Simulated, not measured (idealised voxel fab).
voxel capacitor over wiring: a process module
In the cross-section labelled cut, the width is 265 nm and each square cell is 5 nm.
Cross-section, as written here: a square-cell grid given band by band from the top down, where a band holds one or more rows of cells. Each band's line starts with the height of the band's top and of its bottom, in nm. Then come its materials from left to right, each with its width in nm. One material with "edge to edge" fills the band from edge to edge. "air" is empty space. Height datum 0, below which the as-received substrate wafer is one material. Lowest band open at the bottom, running downward: "0 -> down". A two-number width, for instance "30->40", indicates that the width is equal to the first number in the top row of the band and to the second number in the bottom row, and that it changes by a constant amount per row of cells. Step note "nothing altered" = no cross-section cell changed. Heads up: "Fully sealed cavities" only lists the empty pockets with no open path to the top that are 8 cells or more, and it writes them as width x height at distance, distance from the left edge, in nm. Read whatever lies past the settings on a step's line as the simulator's own remark about the step. What "overlay nm" on a step's line means: if the step has a mask, that mask lay this far to the right of its planned place, or, when the value is negative, to the left.

### List of planned process steps
step 1: RECEIVE (material Si)
step 2: CONFORMAL_DEP (material SiO2; thk nm 15)
step 3: CONFORMAL_DEP (material SiN; thk nm 5)
step 4: DIRECTIONAL_DEP (material lowk; thk nm 25)
step 5: PATTERN (tone open; mask id METAL_1; material resist; width nm 30; pitch nm 85; thk nm 15; overlay nm 0)
step 6: DIRECTIONAL_ETCH (etch materials lowk; depth nm 25)
step 7: DIRECTIONAL_ETCH (etch materials SiN; depth nm 5)
step 8: STRIP (etch materials resist)
step 9: CONFORMAL_DEP (material TiN; thk nm 5)
step 10: FILL_DEP (material W; thk nm 10)
step 11: CMP (height nm 45)
step 12: EPI (material Ru; thk nm 5)
step 13: FILL_DEP (material SiCN; thk nm 5)
step 14: DIRECTIONAL_DEP (material lowk; thk nm 20)
step 15: MASKED_ETCH (tone open; mask id PLUG_1; width nm 15; etch materials lowk; depth nm 20; overlay nm 0)
step 16: MASKED_ETCH (tone open; mask id PLUG_1; width nm 15; etch materials SiCN; depth nm 5; overlay nm 0)
step 17: CONFORMAL_DEP (material TiN; thk nm 5)
step 18: FILL_DEP (material Cu; thk nm 5)
step 19: CMP (height nm 75)
step 20: DIRECTIONAL_DEP (material TiN; thk nm 10)
step 21: DIRECTIONAL_DEP (material HfO2; thk nm 5)
step 22: DIRECTIONAL_DEP (material TiN; thk nm 5)
step 23: DIRECTIONAL_DEP (material aC; thk nm 15)
step 24: PATTERN (tone cover; mask id UPPER_PLATE; material resist; width nm 50; thk nm 35; overlay nm 0)
step 25: DIRECTIONAL_ETCH (etch materials aC; depth nm 15)
step 26: STRIP (etch materials resist)
step 27: DIRECTIONAL_ETCH (etch materials TiN; depth nm 5)
step 28: DIRECTIONAL_ETCH (etch materials HfO2; depth nm 5)
step 29: STRIP (etch materials aC)
step 30: MASKED_ETCH (tone cover; mask id LOWER_PLATE; width nm 70; etch materials TiN; depth nm 10; overlay nm 0)
step 31: FILL_DEP (material SiO2; thk nm 15)
step 32: CMP (height nm 105)
step 33: PATTERN (tone open; mask id PLUG_2; material resist; width nm 15; thk nm 15; overlay nm 0)
step 34: DIRECTIONAL_ETCH (etch materials SiO2; depth nm 10)
step 35: STRIP (etch materials resist)
step 36: CONFORMAL_DEP (material TiN; thk nm 5)
step 37: FILL_DEP (material Ru; thk nm 5)
step 38: CMP (height nm 105)
step 39: CONFORMAL_DEP (material SiCN; thk nm 5)
Quick note for whoever runs this: the wafers start identical, but the width nm at step 24 isn't the same across them. The plan just shows what the first wafer had.

### first wafer as received, after step 1
    0 -> down  Si edge to edge
    Fully sealed cavities: none

### Once step 39, the last step, is complete, the module is at its end; this is the cross-section of the first of several wafers
    110 -> 105  SiCN edge to edge
    105 -> 100  100 SiO2, 5 TiN, 5 Ru, 5 TiN, 150 SiO2
    100 -> 90  100->95 SiO2, 15->50 TiN, 150->120 SiO2
    90 -> 85  95 SiO2, 50 HfO2, 120 SiO2
    85 -> 75  85 SiO2, 70 TiN, 110 SiO2
    75 -> 55  90 lowk, 5 TiN, 5 Cu, 5 TiN, 160 lowk
    55 -> 50  90 SiCN, 15 TiN, 160 SiCN
    50 -> 45  70 SiCN, 40 Ru, 45 SiCN, 40 Ru, 70 SiCN
    45 -> 20  75 lowk, 5 TiN, 20 W, 5 TiN, 55 lowk, 5 TiN, 20 W, 5 TiN, 75 lowk
    20 -> 15  75 SiN, 30 TiN, 55 SiN, 30 TiN, 75 SiN
    15 -> 0  SiO2 edge to edge
    0 -> down  Si edge to edge
    Fully sealed cavities: none

### Cross-section of the last wafer at end of module
    110 -> 105  SiCN edge to edge
    105 -> 100  100 SiO2, 5 TiN, 5 Ru, 5 TiN, 150 SiO2
    100 -> 90  100->85 SiO2, 15->70 TiN, 150->110 SiO2
    90 -> 85  85 SiO2, 75 HfO2, 105 SiO2
    85 -> 75  85 SiO2, 75 TiN, 105 SiO2
    75 -> 55  90 lowk, 5 TiN, 5 Cu, 5 TiN, 160 lowk
    55 -> 50  90 SiCN, 15 TiN, 160 SiCN
    50 -> 45  70 SiCN, 40 Ru, 45 SiCN, 40 Ru, 70 SiCN
    45 -> 20  75 lowk, 5 TiN, 20 W, 5 TiN, 55 lowk, 5 TiN, 20 W, 5 TiN, 75 lowk
    20 -> 15  75 SiN, 30 TiN, 55 SiN, 30 TiN, 75 SiN
    15 -> 0  SiO2 edge to edge
    0 -> down  Si edge to edge
    Fully sealed cavities: none

### The table below has one row for each wafer; a row shows, as of the end of the module, how many cells of each material the wafer has gained, marked (+), or lost, marked (-), since it was received, and then the wafer's closed voids
width nm 50 | +4 Cu | +10 HfO2 | +17 Ru | +140 SiCN | +41 SiN | +423 SiO2 | +86 TiN | +40 W | +405 lowk | Fully sealed cavities: none
width nm 55 | +4 Cu | +11 HfO2 | +17 Ru | +140 SiCN | +41 SiN | +421 SiO2 | +87 TiN | +40 W | +405 lowk | Fully sealed cavities: none
width nm 60 | +4 Cu | +12 HfO2 | +17 Ru | +140 SiCN | +41 SiN | +419 SiO2 | +88 TiN | +40 W | +405 lowk | Fully sealed cavities: none
width nm 65 | +4 Cu | +13 HfO2 | +17 Ru | +140 SiCN | +41 SiN | +417 SiO2 | +89 TiN | +40 W | +405 lowk | Fully sealed cavities: none
width nm 70 | +4 Cu | +14 HfO2 | +17 Ru | +140 SiCN | +41 SiN | +415 SiO2 | +90 TiN | +40 W | +405 lowk | Fully sealed cavities: none
width nm 75 | +4 Cu | +15 HfO2 | +17 Ru | +140 SiCN | +41 SiN | +412 SiO2 | +92 TiN | +40 W | +405 lowk | Fully sealed cavities: none
